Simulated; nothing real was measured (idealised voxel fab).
The process module presented herein is designated voxel transistor to metal.
Square cells of 5 nm make up the cross-section cut, whose width is 155 nm.
Cross-section, as written here: a square-cell grid given band by band from the top down, where a band holds one or more rows of cells. Band: top height; bottom height; in nm. Then, left to right: material with width in nm, for each material. "all across": a single material spanning edge to edge. "air": empty space. It should be noted that heights are counted from 0, beneath which the wafer as supplied is of one material throughout, and that the lowest band possesses no lower boundary but continues downward, as written in "0 -> down". Read "30 to 40" as a graded width: first number on top, second number at the bottom, same change between each pair of neighbouring rows. Basically "no change occurred" means that step didn't change any cell in the cross-section. Voids not open to the top, 8 cells minimum: see "Completely sealed voids". Written width x height at distance; distance is from the left edge; nm. Anything after a step's settings on that line? It's the simulator's own note about the step. overlay nm: how far to the right of its planned place the mask lay on this masked step (negative: to the left). Before/after cross-section pairs, one process step each; after shown to lowest changed band; step and settings beneath. Pairs may be from different runs of this module on the same starting wafer; a pair continues from the one above only where its "Pre-step cross-section" entry says so.
-- Pre-step cross-section
> 45 -> 40  TiN 40  air 20  TiN 35  air 20  TiN 40
> 40 -> 30  SiO2 35  TiN 5  air 20  TiN 5  SiO2 25  TiN 5  air 20  TiN 5  SiO2 35
> 30 -> 25  SiO2 35  TiN 5  air 20  TiN 5  SiO2 5  SiCN 15  SiO2 5  TiN 5  air 20  TiN 5  SiO2 35
> 25 -> 20  SiO2 35  TiN 5  air 20  TiN 5  SiN 5  SiCN 15  SiN 5  TiN 5  air 20  TiN 5  SiO2 35
> 20 -> 0  SiO2 35  TiN 5  air 20  TiN 5  SiN 5  polySi 15  SiN 5  TiN 5  air 20  TiN 5  SiO2 35
> 0 -> -5  SiO2 35  TiN 30  SiN 5  polySi 15  SiN 5  TiN 30  SiO2 35
> -5 -> -10  SiO2 25  nSi 40  SiO2 25  nSi 40  SiO2 25
> -10 -> -40  SiO2 30  Si 95  SiO2 30
> -40 -> down  Si all across
> Completely sealed voids: none
-- Post-Step Section View
> 50 -> 45  Ru all across
> 45 -> 40  TiN 40  Ru 20  TiN 35  Ru 20  TiN 40
> 40 -> 30  SiO2 35  TiN 5  Ru 20  TiN 5  SiO2 25  TiN 5  Ru 20  TiN 5  SiO2 35
> 30 -> 25  SiO2 35  TiN 5  Ru 20  TiN 5  SiO2 5  SiCN 15  SiO2 5  TiN 5  Ru 20  TiN 5  SiO2 35
> 25 -> 20  SiO2 35  TiN 5  Ru 20  TiN 5  SiN 5  SiCN 15  SiN 5  TiN 5  Ru 20  TiN 5  SiO2 35
> 20 -> 0  SiO2 35  TiN 5  Ru 20  TiN 5  SiN 5  polySi 15  SiN 5  TiN 5  Ru 20  TiN 5  SiO2 35
> Rest of section, below 0: as before.
> Completely sealed voids: none
Step taken after the before cross-section and before the after cross-section above: FILL_DEP | material Ru | thk nm 5
Pre-step cross-section: see the after view in the pair directly above.
-- Post-Step Section View
> 40 -> 30  SiO2 35  TiN 5  Ru 20  TiN 5  SiO2 25  TiN 5  Ru 20  TiN 5  SiO2 35
> Rest of section, below 30: as before.
> Completely sealed voids: none
Step taken after the before cross-section and before the after cross-section above: CMP | height nm 40
Pre-step cross-section: see the after view in the pair directly above.
-- Post-Step Section View
> 45 -> 40  TiN all across
> Rest of section, below 40: as before.
> Completely sealed voids: none
Step taken after the before cross-section and before the after cross-section above: DIRECTIONAL_DEP | material TiN | thk nm 5
Pre-step cross-section: see the after view in the pair directly above.
-- Post-Step Section View
> 60 -> 45  Ru all across
> Rest of section, below 45: as before.
> Completely sealed voids: none
Step taken after the before cross-section and before the after cross-section above: DIRECTIONAL_DEP | material Ru | thk nm 15
Pre-step cross-section: see the after view in the pair directly above.
-- Post-Step Section View
> 75 -> 60  air 35  resist 20  air 45  resist 20  air 35
> Rest of section, below 60: as before.
> Completely sealed voids: none
Step taken after the before cross-section and before the after cross-section above: PATTERN | tone cover | mask id METAL_1 | material resist | width nm 20 | pitch nm 65 | thk nm 15 | overlay nm 0
Pre-step cross-section: see the after view in the pair directly above.
-- Post-Step Section View
> 75 -> 60  air 35  resist 20  air 45  resist 20  air 35
> 60 -> 45  air 35  Ru 20  air 45  Ru 20  air 35
> Rest of section, below 45: as before.
> Completely sealed voids: none
Step taken after the before cross-section and before the after cross-section above: DIRECTIONAL_ETCH | etch materials Ru | depth nm 15
Pre-step cross-section: see the after view in the pair directly above.
-- Post-Step Section View
> 75 -> 60  air 35  resist 20  air 45  resist 20  air 35
> 60 -> 45  air 35  Ru 20  air 45  Ru 20  air 35
> 45 -> 40  air 35  TiN 20  air 45  TiN 20  air 35
> Rest of section, below 40: as before.
> Completely sealed voids: none
Step taken after the before cross-section and before the after cross-section above: DIRECTIONAL_ETCH | etch materials TiN | depth nm 5
Pre-step cross-section: see the after view in the pair directly above.
-- Post-Step Section View
> 60 -> 45  air 35  Ru 20  air 45  Ru 20  air 35
> Rest of section, below 45: as before.
> Completely sealed voids: none
Step taken after the before cross-section and before the after cross-section above: STRIP | etch materials resist
Pre-step cross-section: see the after view in the pair directly above.
-- Post-Step Section View
> 65 -> 60  air 30  SiN 30  air 35  SiN 30  air 30
> 60 -> 45  air 30  SiN 5  Ru 20  SiN 5  air 35  SiN 5  Ru 20  SiN 5  air 30
> 45 -> 40  SiN 35  TiN 20  SiN 45  TiN 20  SiN 35
> Rest of section, below 40: as before.
> Completely sealed voids: none
Step taken after the before cross-section and before the after cross-section above: CONFORMAL_DEP | material SiN | thk nm 5
Pre-step cross-section: see the after view in the pair directly above.
-- Post-Step Section View
> 70 -> 65  SiO2 all across
> 65 -> 60  SiO2 30  SiN 30  SiO2 35  SiN 30  SiO2 30
> 60 -> 45  SiO2 30  SiN 5  Ru 20  SiN 5  SiO2 35  SiN 5  Ru 20  SiN 5  SiO2 30
> Rest of section, below 45: as before.
> Completely sealed voids: none
Step taken after the before cross-section and before the after cross-section above: FILL_DEP | material SiO2 | thk nm 5
Pre-step cross-section: see the after view in the pair directly above.
-- Post-Step Section View
> 60 -> 45  SiO2 30  SiN 5  Ru 20  SiN 5  SiO2 35  SiN 5  Ru 20  SiN 5  SiO2 30
> Rest of section, below 45: as before.
> Completely sealed voids: none
Step taken after the before cross-section and before the after cross-section above: CMP | height nm 60
Pre-step cross-section: see the after view in the pair directly above.
-- Post-Step Section View
> 65 -> 60  SiCN all across
> Rest of section, below 60: as before.
> Completely sealed voids: none
Step taken after the before cross-section and before the after cross-section above: CONFORMAL_DEP | material SiCN | thk nm 5
Pre-step cross-section: see the after view in the pair directly above.
-- Post-Step Section View
> 100 -> 65  SiO2 all across
> Rest of section, below 65: as before.
> Completely sealed voids: none
Step taken after the before cross-section and before the after cross-section above: DIRECTIONAL_DEP | material SiO2 | thk nm 35
Pre-step cross-section: see the after view in the pair directly above.
-- Post-Step Section View
> 110 -> 100  aC all across
> Rest of section, below 100: as before.
> Completely sealed voids: none
Step taken after the before cross-section and before the after cross-section above: DIRECTIONAL_DEP | material aC | thk nm 10
Pre-step cross-section: see the after view in the pair directly above.
-- Post-Step Section View
> 140 -> 110  resist 35  air 15  resist 50  air 15  resist 40
> Rest of section, below 110: as before.
> Completely sealed voids: none
Step taken after the before cross-section and before the after cross-section above: PATTERN | tone open | mask id METAL_2_HOLES | material resist | width nm 15 | pitch nm 65 | thk nm 30 | overlay nm 0
Pre-step cross-section: see the after view in the pair directly above.
-- Post-Step Section View
> 130 -> 110  resist 35  air 15  resist 50  air 15  resist 40
> 110 -> 100  aC 35  air 15  aC 50  air 15  aC 40
> Rest of section, below 100: as before.
> Completely sealed voids: none
Step taken after the before cross-section and before the after cross-section above: DIRECTIONAL_ETCH | etch materials aC | depth nm 10
Pre-step cross-section: see the after view in the pair directly above.
-- Post-Step Section View
> 110 -> 100  aC 35  air 15  aC 50  air 15  aC 40
> Rest of section, below 100: as before.
> Completely sealed voids: none
Step taken after the before cross-section and before the after cross-section above: STRIP | etch materials resist
Pre-step cross-section: see the after view in the pair directly above.
-- Post-Step Section View
> 110 -> 100  aC 35  air 15  aC 50  air 15  aC 40
> 100 -> 65  SiO2 35  air 15  SiO2 50  air 15  SiO2 40
> Rest of section, below 65: as before.
> Completely sealed voids: none
Step taken after the before cross-section and before the after cross-section above: DIRECTIONAL_ETCH | etch materials SiO2 | depth nm 35
Pre-step cross-section: see the after view in the pair directly above.
-- Post-Step Section View
> 100 -> 65  SiO2 35  air 15  SiO2 50  air 15  SiO2 40
> Rest of section, below 65: as before.
> Completely sealed voids: none
Step taken after the before cross-section and before the after cross-section above: STRIP | etch materials aC
Pre-step cross-section: see the after view in the pair directly above.
-- Post-Step Section View
> 115 -> 100  aC 35  air 15  aC 50  air 15  aC 40
> 100 -> 80  SiO2 35  air 15  SiO2 50  air 15  SiO2 40
> 80 -> 65  SiO2 35  aC 15  SiO2 50  aC 15  SiO2 40
> Rest of section, below 65: as before.
> Completely sealed voids: none
Step taken after the before cross-section and before the after cross-section above: DIRECTIONAL_DEP | material aC | thk nm 15
Pre-step cross-section: see the after view in the pair directly above.
-- Post-Step Section View
> 150 -> 115  resist 35  air 20  resist 45  air 20  resist 35
> Rest of section, below 115: as before.
> Completely sealed voids: none
Step taken after the before cross-section and before the after cross-section above: PATTERN | tone open | mask id METAL_2 | material resist | width nm 20 | pitch nm 65 | thk nm 35 | overlay nm 0
Pre-step cross-section: see the after view in the pair directly above.
-- Post-Step Section View
> 135 -> 115  resist 35  air 20  resist 45  air 20  resist 35
> 115 -> 100  aC 35  air 20  aC 45  air 20  aC 35
> 100 -> 65  SiO2 35  air 15  SiO2 50  air 15  SiO2 40
> Rest of section, below 65: as before.
> Completely sealed voids: none
Step taken after the before cross-section and before the after cross-section above: DIRECTIONAL_ETCH | etch materials aC | depth nm 15
Pre-step cross-section: see the after view in the pair directly above.
-- Post-Step Section View
> 115 -> 100  aC 35  air 20  aC 45  air 20  aC 35
> Rest of section, below 100: as before.
> Completely sealed voids: none
Step taken after the before cross-section and before the after cross-section above: STRIP | etch materials resist
Pre-step cross-section: see the after view in the pair directly above.
-- Post-Step Section View
> 115 -> 100  aC 35  air 20  aC 45  air 20  aC 35
> 100 -> 80  SiO2 35  air 20  SiO2 45  air 20  SiO2 35
> Rest of section, below 80: as before.
> Completely sealed voids: none
Step taken after the before cross-section and before the after cross-section above: DIRECTIONAL_ETCH | etch materials SiO2 | depth nm 20
Pre-step cross-section: see the after view in the pair directly above.
-- Post-Step Section View
> 115 -> 100  aC 35  air 20  aC 45  air 20  aC 35
> 100 -> 80  SiO2 35  air 20  SiO2 45  air 20  SiO2 35
> 80 -> 65  SiO2 35  air 15  SiO2 50  air 15  SiO2 40
> 65 -> 60  SiCN 35  air 15  SiCN 50  air 15  SiCN 40
> Rest of section, below 60: as before.
> Completely sealed voids: none
Step taken after the before cross-section and before the after cross-section above: DIRECTIONAL_ETCH | etch materials SiCN | depth nm 5
Pre-step cross-section: see the after view in the pair directly above.
-- Post-Step Section View
> 100 -> 80  SiO2 35  air 20  SiO2 45  air 20  SiO2 35
> Rest of section, below 80: as before.
> Completely sealed voids: none
Step taken after the before cross-section and before the after cross-section above: STRIP | etch materials aC
Pre-step cross-section: see the after view in the pair directly above.
-- Post-Step Section View
> 105 -> 100  TiN 40  air 10  TiN 55  air 10  TiN 40
> 100 -> 85  SiO2 35  TiN 5  air 10  TiN 5  SiO2 45  TiN 5  air 10  TiN 5  SiO2 35
> 85 -> 80  SiO2 35  TiN 5  air 5  TiN 10  SiO2 45  TiN 5  air 5  TiN 10  SiO2 35
> 80 -> 65  SiO2 35  TiN 5  air 5  TiN 5  SiO2 50  TiN 5  air 5  TiN 5  SiO2 40
> 65 -> 60  SiCN 35  TiN 15  SiCN 50  TiN 15  SiCN 40
> Rest of section, below 60: as before.
> Completely sealed voids: none
Step taken after the before cross-section and before the after cross-section above: CONFORMAL_DEP | material TiN | thk nm 5
Pre-step cross-section: see the after view in the pair directly above.
-- Post-Step Section View
> 110 -> 105  Ru all across
> 105 -> 100  TiN 40  Ru 10  TiN 55  Ru 10  TiN 40
> 100 -> 85  SiO2 35  TiN 5  Ru 10  TiN 5  SiO2 45  TiN 5  Ru 10  TiN 5  SiO2 35
> 85 -> 80  SiO2 35  TiN 5  Ru 5  TiN 10  SiO2 45  TiN 5  Ru 5  TiN 10  SiO2 35
> 80 -> 65  SiO2 35  TiN 5  Ru 5  TiN 5  SiO2 50  TiN 5  Ru 5  TiN 5  SiO2 40
> Rest of section, below 65: as before.
> Completely sealed voids: none
Step taken after the before cross-section and before the after cross-section above: FILL_DEP | material Ru | thk nm 5
Pre-step cross-section: see the after view in the pair directly above.
-- Post-Step Section View
> 100 -> 85  SiO2 35  TiN 5  Ru 10  TiN 5  SiO2 45  TiN 5  Ru 10  TiN 5  SiO2 35
> Rest of section, below 85: as before.
> Completely sealed voids: none
Step taken after the before cross-section and before the after cross-section above: CMP | height nm 100
Pre-step cross-section: see the after view in the pair directly above.
-- Post-Step Section View
> 105 -> 100  SiN all across
> Rest of section, below 100: as before.
> Completely sealed voids: none
Step taken after the before cross-section and before the after cross-section above: CONFORMAL_DEP | material SiN | thk nm 5
-- Pre-step cross-section
> 60 -> 45  Ru all across
> 45 -> 40  TiN all across
> 40 -> 30  SiO2 35  TiN 5  Ru 20 to 15  TiN 5 to 10  SiO2 25  TiN 5 to 10  Ru 20 to 15  TiN 5  SiO2 35
> 30 -> 20  SiO2 35  TiN 5  Ru 15  TiN 5  SiN 10  SiCN 15  SiN 10  TiN 5  Ru 15  TiN 5  SiO2 35
> 20 -> 0  SiO2 35  TiN 5  Ru 15  TiN 5  SiN 10  polySi 15  SiN 10  TiN 5  Ru 15  TiN 5  SiO2 35
> 0 -> -5  SiO2 35  TiN 25  SiN 10  polySi 15  SiN 10  TiN 25  SiO2 35
> -5 -> -10  SiO2 25  nSi 35  SiO2 35  nSi 35  SiO2 25
> -10 -> -40  SiO2 30  Si 95  SiO2 30
> -40 -> down  Si all across
> Completely sealed voids: none
-- Post-Step Section View
> 75 -> 60  air 30  resist 30  air 35  resist 30  air 30
> Rest of section, below 60: as before.
> Completely sealed voids: none
Step taken after the before cross-section and before the after cross-section above: PATTERN | tone cover | mask id METAL_1 | material resist | width nm 30 | pitch nm 65 | thk nm 15 | overlay nm 0
Pre-step cross-section: see the after view in the pair directly above.
-- Post-Step Section View
> 75 -> 60  air 30  resist 30  air 35  resist 30  air 30
> 60 -> 45  air 30  Ru 30  air 35  Ru 30  air 30
> Rest of section, below 45: as before.
> Completely sealed voids: none
Step taken after the before cross-section and before the after cross-section above: DIRECTIONAL_ETCH | etch materials Ru | depth nm 15
Pre-step cross-section: see the after view in the pair directly above.
-- Post-Step Section View
> 75 -> 60  air 30  resist 30  air 35  resist 30  air 30
> 60 -> 45  air 30  Ru 30  air 35  Ru 30  air 30
> 45 -> 40  air 30  TiN 30  air 35  TiN 30  air 30
> Rest of section, below 40: as before.
> Completely sealed voids: none
Step taken after the before cross-section and before the after cross-section above: DIRECTIONAL_ETCH | etch materials TiN | depth nm 5
Pre-step cross-section: see the after view in the pair directly above.
-- Post-Step Section View
> 60 -> 45  air 30  Ru 30  air 35  Ru 30  air 30
> Rest of section, below 45: as before.
> Completely sealed voids: none
Step taken after the before cross-section and before the after cross-section above: STRIP | etch materials resist
Pre-step cross-section: see the after view in the pair directly above.
-- Post-Step Section View
> 65 -> 60  air 25  SiN 40  air 25  SiN 40  air 25
> 60 -> 45  air 25  SiN 5  Ru 30  SiN 5  air 25  SiN 5  Ru 30  SiN 5  air 25
> 45 -> 40  SiN 30  TiN 30  SiN 35  TiN 30  SiN 30
> Rest of section, below 40: as before.
> Completely sealed voids: none
Step taken after the before cross-section and before the after cross-section above: CONFORMAL_DEP | material SiN | thk nm 5
Pre-step cross-section: see the after view in the pair directly above.
-- Post-Step Section View
> 70 -> 65  SiO2 all across
> 65 -> 60  SiO2 25  SiN 40  SiO2 25  SiN 40  SiO2 25
> 60 -> 45  SiO2 25  SiN 5  Ru 30  SiN 5  SiO2 25  SiN 5  Ru 30  SiN 5  SiO2 25
> Rest of section, below 45: as before.
> Completely sealed voids: none
Step taken after the before cross-section and before the after cross-section above: FILL_DEP | material SiO2 | thk nm 5
Pre-step cross-section: see the after view in the pair directly above.
-- Post-Step Section View
> 60 -> 45  SiO2 25  SiN 5  Ru 30  SiN 5  SiO2 25  SiN 5  Ru 30  SiN 5  SiO2 25
> Rest of section, below 45: as before.
> Completely sealed voids: none
Step taken after the before cross-section and before the after cross-section above: CMP | height nm 60
Pre-step cross-section: see the after view in the pair directly above.
-- Post-Step Section View
> 65 -> 60  SiCN all across
> Rest of section, below 60: as before.
> Completely sealed voids: none
Step taken after the before cross-section and before the after cross-section above: CONFORMAL_DEP | material SiCN | thk nm 5
Pre-step cross-section: see the after view in the pair directly above.
-- Post-Step Section View
> 100 -> 65  SiO2 all across
> Rest of section, below 65: as before.
> Completely sealed voids: none
Step taken after the before cross-section and before the after cross-section above: DIRECTIONAL_DEP | material SiO2 | thk nm 35
Pre-step cross-section: see the after view in the pair directly above.
-- Post-Step Section View
> 110 -> 100  aC all across
> Rest of section, below 100: as before.
> Completely sealed voids: none
Step taken after the before cross-section and before the after cross-section above: DIRECTIONAL_DEP | material aC | thk nm 10
Pre-step cross-section: see the after view in the pair directly above.
-- Post-Step Section View
> 140 -> 110  resist 35  air 15  resist 50  air 15  resist 40
> Rest of section, below 110: as before.
> Completely sealed voids: none
Step taken after the before cross-section and before the after cross-section above: PATTERN | tone open | mask id METAL_2_HOLES | material resist | width nm 15 | pitch nm 65 | thk nm 30 | overlay nm 0
Pre-step cross-section: see the after view in the pair directly above.
-- Post-Step Section View
> 130 -> 110  resist 35  air 15  resist 50  air 15  resist 40
> 110 -> 100  aC 35  air 15  aC 50  air 15  aC 40
> Rest of section, below 100: as before.
> Completely sealed voids: none
Step taken after the before cross-section and before the after cross-section above: DIRECTIONAL_ETCH | etch materials aC | depth nm 10
Pre-step cross-section: see the after view in the pair directly above.
-- Post-Step Section View
> 110 -> 100  aC 35  air 15  aC 50  air 15  aC 40
> Rest of section, below 100: as before.
> Completely sealed voids: none
Step taken after the before cross-section and before the after cross-section above: STRIP | etch materials resist
Pre-step cross-section: see the after view in the pair directly above.
-- Post-Step Section View
> 110 -> 100  aC 35  air 15  aC 50  air 15  aC 40
> 100 -> 65  SiO2 35  air 15  SiO2 50  air 15  SiO2 40
> Rest of section, below 65: as before.
> Completely sealed voids: none
Step taken after the before cross-section and before the after cross-section above: DIRECTIONAL_ETCH | etch materials SiO2 | depth nm 35
Pre-step cross-section: see the after view in the pair directly above.
-- Post-Step Section View
> 100 -> 65  SiO2 35  air 15  SiO2 50  air 15  SiO2 40
> Rest of section, below 65: as before.
> Completely sealed voids: none
Step taken after the before cross-section and before the after cross-section above: STRIP | etch materials aC
Pre-step cross-section: see the after view in the pair directly above.
-- Post-Step Section View
> 115 -> 100  aC 35  air 15  aC 50  air 15  aC 40
> 100 -> 80  SiO2 35  air 15  SiO2 50  air 15  SiO2 40
> 80 -> 65  SiO2 35  aC 15  SiO2 50  aC 15  SiO2 40
> Rest of section, below 65: as before.
> Completely sealed voids: none
Step taken after the before cross-section and before the after cross-section above: DIRECTIONAL_DEP | material aC | thk nm 15
Pre-step cross-section: see the after view in the pair directly above.
-- Post-Step Section View
> 150 -> 115  resist 35  air 20  resist 45  air 20  resist 35
> Rest of section, below 115: as before.
> Completely sealed voids: none
Step taken after the before cross-section and before the after cross-section above: PATTERN | tone open | mask id METAL_2 | material resist | width nm 20 | pitch nm 65 | thk nm 35 | overlay nm 0
Pre-step cross-section: see the after view in the pair directly above.
-- Post-Step Section View
> 135 -> 115  resist 35  air 20  resist 45  air 20  resist 35
> 115 -> 100  aC 35  air 20  aC 45  air 20  aC 35
> 100 -> 65  SiO2 35  air 15  SiO2 50  air 15  SiO2 40
> Rest of section, below 65: as before.
> Completely sealed voids: none
Step taken after the before cross-section and before the after cross-section above: DIRECTIONAL_ETCH | etch materials aC | depth nm 15
Pre-step cross-section: see the after view in the pair directly above.
-- Post-Step Section View
> 115 -> 100  aC 35  air 20  aC 45  air 20  aC 35
> Rest of section, below 100: as before.
> Completely sealed voids: none
Step taken after the before cross-section and before the after cross-section above: STRIP | etch materials resist
Pre-step cross-section: see the after view in the pair directly above.
-- Post-Step Section View
> 115 -> 100  aC 35  air 20  aC 45  air 20  aC 35
> 100 -> 80  SiO2 35  air 20  SiO2 45  air 20  SiO2 35
> Rest of section, below 80: as before.
> Completely sealed voids: none
Step taken after the before cross-section and before the after cross-section above: DIRECTIONAL_ETCH | etch materials SiO2 | depth nm 20
Pre-step cross-section: see the after view in the pair directly above.
-- Post-Step Section View
> 115 -> 100  aC 35  air 20  aC 45  air 20  aC 35
> 100 -> 80  SiO2 35  air 20  SiO2 45  air 20  SiO2 35
> 80 -> 65  SiO2 35  air 15  SiO2 50  air 15  SiO2 40
> 65 -> 60  SiCN 35  air 15  SiCN 50  air 15  SiCN 40
> Rest of section, below 60: as before.
> Completely sealed voids: none
Step taken after the before cross-section and before the after cross-section above: DIRECTIONAL_ETCH | etch materials SiCN | depth nm 5
Pre-step cross-section: see the after view in the pair directly above.
-- Post-Step Section View
> 100 -> 80  SiO2 35  air 20  SiO2 45  air 20  SiO2 35
> Rest of section, below 80: as before.
> Completely sealed voids: none
Step taken after the before cross-section and before the after cross-section above: STRIP | etch materials aC
Pre-step cross-section: see the after view in the pair directly above.
-- Post-Step Section View
> 105 -> 100  TiN 40  air 10  TiN 55  air 10  TiN 40
> 100 -> 85  SiO2 35  TiN 5  air 10  TiN 5  SiO2 45  TiN 5  air 10  TiN 5  SiO2 35
> 85 -> 80  SiO2 35  TiN 5  air 5  TiN 10  SiO2 45  TiN 5  air 5  TiN 10  SiO2 35
> 80 -> 65  SiO2 35  TiN 5  air 5  TiN 5  SiO2 50  TiN 5  air 5  TiN 5  SiO2 40
> 65 -> 60  SiCN 35  TiN 15  SiCN 50  TiN 15  SiCN 40
> Rest of section, below 60: as before.
> Completely sealed voids: none
Step taken after the before cross-section and before the after cross-section above: CONFORMAL_DEP | material TiN | thk nm 5
Pre-step cross-section: see the after view in the pair directly above.
-- Post-Step Section View
> 110 -> 105  Ru all across
> 105 -> 100  TiN 40  Ru 10  TiN 55  Ru 10  TiN 40
> 100 -> 85  SiO2 35  TiN 5  Ru 10  TiN 5  SiO2 45  TiN 5  Ru 10  TiN 5  SiO2 35
> 85 -> 80  SiO2 35  TiN 5  Ru 5  TiN 10  SiO2 45  TiN 5  Ru 5  TiN 10  SiO2 35
> 80 -> 65  SiO2 35  TiN 5  Ru 5  TiN 5  SiO2 50  TiN 5  Ru 5  TiN 5  SiO2 40
> Rest of section, below 65: as before.
> Completely sealed voids: none
Step taken after the before cross-section and before the after cross-section above: FILL_DEP | material Ru | thk nm 5
Pre-step cross-section: see the after view in the pair directly above.
-- Post-Step Section View
> 100 -> 85  SiO2 35  TiN 5  Ru 10  TiN 5  SiO2 45  TiN 5  Ru 10  TiN 5  SiO2 35
> Rest of section, below 85: as before.
> Completely sealed voids: none
Step taken after the before cross-section and before the after cross-section above: CMP | height nm 100
Pre-step cross-section: see the after view in the pair directly above.
-- Post-Step Section View
> 105 -> 100  SiN all across
> Rest of section, below 100: as before.
> Completely sealed voids: none
Step taken after the before cross-section and before the after cross-section above: CONFORMAL_DEP | material SiN | thk nm 5
-- Pre-step cross-section
> 60 -> 45  Ru all across
> 45 -> 40  TiN all across
> 40 -> 30  SiO2 35  TiN 5  Ru 20 to 15  TiN 5 to 10  SiO2 25  TiN 5 to 10  Ru 20 to 15  TiN 5  SiO2 35
> 30 -> 20  SiO2 35  TiN 5  Ru 15  TiN 5  SiN 10  SiCN 15  SiN 10  TiN 5  Ru 15  TiN 5  SiO2 35
> 20 -> 0  SiO2 35  TiN 5  Ru 15  TiN 5  SiN 10  polySi 15  SiN 10  TiN 5  Ru 15  TiN 5  SiO2 35
> 0 -> -5  SiO2 35  TiN 25  SiN 10  polySi 15  SiN 10  TiN 25  SiO2 35
> -5 -> -10  SiO2 25  nSi 35  SiO2 35  nSi 35  SiO2 25
> -10 -> -40  SiO2 30  Si 95  SiO2 30
> -40 -> down  Si all across
> Completely sealed voids: none
-- Post-Step Section View
> 75 -> 60  air 40  resist 20  air 45  resist 20  air 30
> Rest of section, below 60: as before.
> Completely sealed voids: none
Step taken after the before cross-section and before the after cross-section above: PATTERN | tone cover | mask id METAL_1 | material resist | width nm 20 | pitch nm 65 | thk nm 15 | overlay nm 5
Pre-step cross-section: see the after view in the pair directly above.
-- Post-Step Section View
> 75 -> 60  air 40  resist 20  air 45  resist 20  air 30
> 60 -> 45  air 40  Ru 20  air 45  Ru 20  air 30
> Rest of section, below 45: as before.
> Completely sealed voids: none
Step taken after the before cross-section and before the after cross-section above: DIRECTIONAL_ETCH | etch materials Ru | depth nm 15
Pre-step cross-section: see the after view in the pair directly above.
-- Post-Step Section View
> 75 -> 60  air 40  resist 20  air 45  resist 20  air 30
> 60 -> 45  air 40  Ru 20  air 45  Ru 20  air 30
> 45 -> 40  air 40  TiN 20  air 45  TiN 20  air 30
> Rest of section, below 40: as before.
> Completely sealed voids: none
Step taken after the before cross-section and before the after cross-section above: DIRECTIONAL_ETCH | etch materials TiN | depth nm 5
Pre-step cross-section: see the after view in the pair directly above.
-- Post-Step Section View
> 60 -> 45  air 40  Ru 20  air 45  Ru 20  air 30
> Rest of section, below 45: as before.
> Completely sealed voids: none
Step taken after the before cross-section and before the after cross-section above: STRIP | etch materials resist
Pre-step cross-section: see the after view in the pair directly above.
-- Post-Step Section View
> 65 -> 60  air 35  SiN 30  air 35  SiN 30  air 25
> 60 -> 45  air 35  SiN 5  Ru 20  SiN 5  air 35  SiN 5  Ru 20  SiN 5  air 25
> 45 -> 40  SiN 40  TiN 20  SiN 45  TiN 20  SiN 30
> Rest of section, below 40: as before.
> Completely sealed voids: none
Step taken after the before cross-section and before the after cross-section above: CONFORMAL_DEP | material SiN | thk nm 5
Pre-step cross-section: see the after view in the pair directly above.
-- Post-Step Section View
> 70 -> 65  SiO2 all across
> 65 -> 60  SiO2 35  SiN 30  SiO2 35  SiN 30  SiO2 25
> 60 -> 45  SiO2 35  SiN 5  Ru 20  SiN 5  SiO2 35  SiN 5  Ru 20  SiN 5  SiO2 25
> Rest of section, below 45: as before.
> Completely sealed voids: none
Step taken after the before cross-section and before the after cross-section above: FILL_DEP | material SiO2 | thk nm 5
Pre-step cross-section: see the after view in the pair directly above.
-- Post-Step Section View
> 60 -> 45  SiO2 35  SiN 5  Ru 20  SiN 5  SiO2 35  SiN 5  Ru 20  SiN 5  SiO2 25
> Rest of section, below 45: as before.
> Completely sealed voids: none
Step taken after the before cross-section and before the after cross-section above: CMP | height nm 60
Pre-step cross-section: see the after view in the pair directly above.
-- Post-Step Section View
> 65 -> 60  SiCN all across
> Rest of section, below 60: as before.
> Completely sealed voids: none
Step taken after the before cross-section and before the after cross-section above: CONFORMAL_DEP | material SiCN | thk nm 5
Pre-step cross-section: see the after view in the pair directly above.
-- Post-Step Section View
> 100 -> 65  SiO2 all across
> Rest of section, below 65: as before.
> Completely sealed voids: none
Step taken after the before cross-section and before the after cross-section above: DIRECTIONAL_DEP | material SiO2 | thk nm 35
Pre-step cross-section: see the after view in the pair directly above.
-- Post-Step Section View
> 110 -> 100  aC all across
> Rest of section, below 100: as before.
> Completely sealed voids: none
Step taken after the before cross-section and before the after cross-section above: DIRECTIONAL_DEP | material aC | thk nm 10
Pre-step cross-section: see the after view in the pair directly above.
-- Post-Step Section View
> 140 -> 110  resist 35  air 15  resist 50  air 15  resist 40
> Rest of section, below 110: as before.
> Completely sealed voids: none
Step taken after the before cross-section and before the after cross-section above: PATTERN | tone open | mask id METAL_2_HOLES | material resist | width nm 15 | pitch nm 65 | thk nm 30 | overlay nm 0
Pre-step cross-section: see the after view in the pair directly above.
-- Post-Step Section View
> 130 -> 110  resist 35  air 15  resist 50  air 15  resist 40
> 110 -> 100  aC 35  air 15  aC 50  air 15  aC 40
> Rest of section, below 100: as before.
> Completely sealed voids: none
Step taken after the before cross-section and before the after cross-section above: DIRECTIONAL_ETCH | etch materials aC | depth nm 10
Pre-step cross-section: see the after view in the pair directly above.
-- Post-Step Section View
> 110 -> 100  aC 35  air 15  aC 50  air 15  aC 40
> Rest of section, below 100: as before.
> Completely sealed voids: none
Step taken after the before cross-section and before the after cross-section above: STRIP | etch materials resist
Pre-step cross-section: see the after view in the pair directly above.
-- Post-Step Section View
> 110 -> 100  aC 35  air 15  aC 50  air 15  aC 40
> 100 -> 65  SiO2 35  air 15  SiO2 50  air 15  SiO2 40
> Rest of section, below 65: as before.
> Completely sealed voids: none
Step taken after the before cross-section and before the after cross-section above: DIRECTIONAL_ETCH | etch materials SiO2 | depth nm 35
Pre-step cross-section: see the after view in the pair directly above.
-- Post-Step Section View
> 100 -> 65  SiO2 35  air 15  SiO2 50  air 15  SiO2 40
> Rest of section, below 65: as before.
> Completely sealed voids: none
Step taken after the before cross-section and before the after cross-section above: STRIP | etch materials aC
Pre-step cross-section: see the after view in the pair directly above.
-- Post-Step Section View
> 115 -> 100  aC 35  air 15  aC 50  air 15  aC 40
> 100 -> 80  SiO2 35  air 15  SiO2 50  air 15  SiO2 40
> 80 -> 65  SiO2 35  aC 15  SiO2 50  aC 15  SiO2 40
> Rest of section, below 65: as before.
> Completely sealed voids: none
Step taken after the before cross-section and before the after cross-section above: DIRECTIONAL_DEP | material aC | thk nm 15
Pre-step cross-section: see the after view in the pair directly above.
-- Post-Step Section View
> 150 -> 115  resist 35  air 20  resist 45  air 20  resist 35
> Rest of section, below 115: as before.
> Completely sealed voids: none
Step taken after the before cross-section and before the after cross-section above: PATTERN | tone open | mask id METAL_2 | material resist | width nm 20 | pitch nm 65 | thk nm 35 | overlay nm 0
Pre-step cross-section: see the after view in the pair directly above.
-- Post-Step Section View
> 135 -> 115  resist 35  air 20  resist 45  air 20  resist 35
> 115 -> 100  aC 35  air 20  aC 45  air 20  aC 35
> 100 -> 65  SiO2 35  air 15  SiO2 50  air 15  SiO2 40
> Rest of section, below 65: as before.
> Completely sealed voids: none
Step taken after the before cross-section and before the after cross-section above: DIRECTIONAL_ETCH | etch materials aC | depth nm 15
